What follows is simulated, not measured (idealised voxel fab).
The following process module bears the name voxel capacitor over wiring.
In the cross-section labelled cut, the width is 270 nm and each square cell is 5 nm.
Throughout this document, each cross-section is represented as a grid of square cells and is presented as a sequence of bands enumerated from the top downward, where a band comprises one or more rows of cells.
A band entry consists of two parts. The first gives the height of the band's top and the height of its bottom, in nm. The rest lists the band's materials from left to right, each with its width in nm. A single material labelled with the word "full width" fills the band from edge to edge, and the word "blank" marks empty space.
Heads up on the height convention: 0 is the point under which the incoming wafer is all one material, and the lowest band has no bottom, it just keeps going down, like "0 nm and below".
It should be noted that a width expressed as "30 to 40" varies in equal increments from row to row of cells within the band, taking the value of the first number at the top row and that of the second number at the bottom row.
Basically "no change occurred" means that step didn't change any cell in the cross-section.
Enclosed voids (no open way to top), threshold 8 cells or more, entry "Sealed void listing", notation width x height at distance, distance from left edge, nm.
The remark found on a step's line after its settings is issued by the simulator itself and pertains to that step.
The line of a step may include "overlay nm". On a step with a mask, this value is how far to the right of its planned place the mask lay. A negative value means the mask lay to the left.

Steps planned for the process
1,RECEIVE [material Si]
2,CONFORMAL_DEP [material SiO2] [thk nm 10]
3,CONFORMAL_DEP [material SiN] [thk nm 5]
4,DIRECTIONAL_DEP [material SiO2] [thk nm 15]
5,PATTERN [tone open] [mask id METAL_1] [material resist] [width nm 20] [pitch nm 80] [thk nm 15] [overlay nm 0]
6,DIRECTIONAL_ETCH [etch materials SiO2] [depth nm 15]
7,DIRECTIONAL_ETCH [etch materials SiN] [depth nm 5]
8,STRIP [etch materials resist]
9,CONFORMAL_DEP [material TiN] [thk nm 5]
10,FILL_DEP [material Cu] [thk nm 5]
11,CMP [height nm 30]
12,CONFORMAL_DEP [material SiCN] [thk nm 5]
13,DIRECTIONAL_DEP [material SiO2] [thk nm 10]
14,DIRECTIONAL_DEP [material aC] [thk nm 10]
15,PATTERN [tone open] [mask id PLUG_1] [material resist] [width nm 15] [thk nm 30] [overlay nm 0]
16,DIRECTIONAL_ETCH [etch materials aC] [depth nm 10]
17,STRIP [etch materials resist]
18,DIRECTIONAL_ETCH [etch materials SiO2] [depth nm 10]
19,DIRECTIONAL_ETCH [etch materials SiCN] [depth nm 5]
20,STRIP [etch materials aC]
21,EPI [material Ru] [thk nm 10]
22,EPI [material Ru] [thk nm 5]
23,DIRECTIONAL_DEP [material TiN] [thk nm 5]
24,DIRECTIONAL_DEP [material SiN] [thk nm 5]
25,DIRECTIONAL_DEP [material TiN] [thk nm 10]
26,MASKED_ETCH [tone cover] [mask id UPPER_PLATE] [width nm 65] [etch materials TiN] [depth nm 10] [overlay nm 0]
27,MASKED_ETCH [tone cover] [mask id UPPER_PLATE] [width nm 65] [etch materials SiN] [depth nm 5] [overlay nm 0]
28,MASKED_ETCH [tone cover] [mask id LOWER_PLATE] [width nm 75] [etch materials TiN] [depth nm 5] [overlay nm 0]
29,FILL_DEP [material SiO2] [thk nm 20]
30,CMP [height nm 80]
31,PATTERN [tone open] [mask id PLUG_2] [material resist] [width nm 15] [thk nm 20] [overlay nm 0]
32,DIRECTIONAL_ETCH [etch materials SiO2] [depth nm 15]
33,STRIP [etch materials resist]
34,CONFORMAL_DEP [material TiN] [thk nm 5]
35,FILL_DEP [material W] [thk nm 10]
36,CMP [height nm 80]
37,CONFORMAL_DEP [material SiCN] [thk nm 5]

Cross-section of the incoming wafer, state after step 1
- 0 nm and below | Si full width
- Sealed void listing: none

The cross-section shown corresponds to the wafer at the conclusion of the module. The initial structure and the process plan are those presented above; however, one mistake occurred in executing the plan
- 85 nm to 80 nm | SiCN full width
- 80 nm to 70 nm | SiO2 100 nm, then TiN 5 nm, then W 5 nm, then TiN 5 nm, then SiO2 155 nm
- 70 nm to 65 nm | SiO2 100 nm, then TiN 15 nm, then SiO2 155 nm
- 65 nm to 55 nm | SiO2 90 nm, then TiN 65 nm, then SiO2 115 nm
- 55 nm to 50 nm | SiO2 90 nm, then SiN 65 nm, then SiO2 115 nm
- 50 nm to 45 nm | SiO2 85 nm, then TiN 75 nm, then SiO2 110 nm
- 45 nm to 35 nm | SiO2 90 nm, then Ru 20 nm, then SiO2 160 nm
- 35 nm to 30 nm | SiCN 90 nm, then Ru 20 nm, then SiCN 160 nm
- 30 nm to 15 nm | SiO2 85 nm, then TiN 5 nm, then Cu 10 nm, then TiN 5 nm, then SiO2 60 nm, then TiN 5 nm, then Cu 10 nm, then TiN 5 nm, then SiO2 85 nm
- 15 nm to 10 nm | SiN 85 nm, then TiN 20 nm, then SiN 60 nm, then TiN 20 nm, then SiN 85 nm
- 10 nm to 0 nm | SiO2 full width
- 0 nm and below | Si full width
- Sealed void listing: none
Error vs. plan: rather than as planned, step 15 actually ran as PATTERN [tone open] [mask id PLUG_1] [material resist] [width nm 20] [thk nm 30] [overlay nm 0]
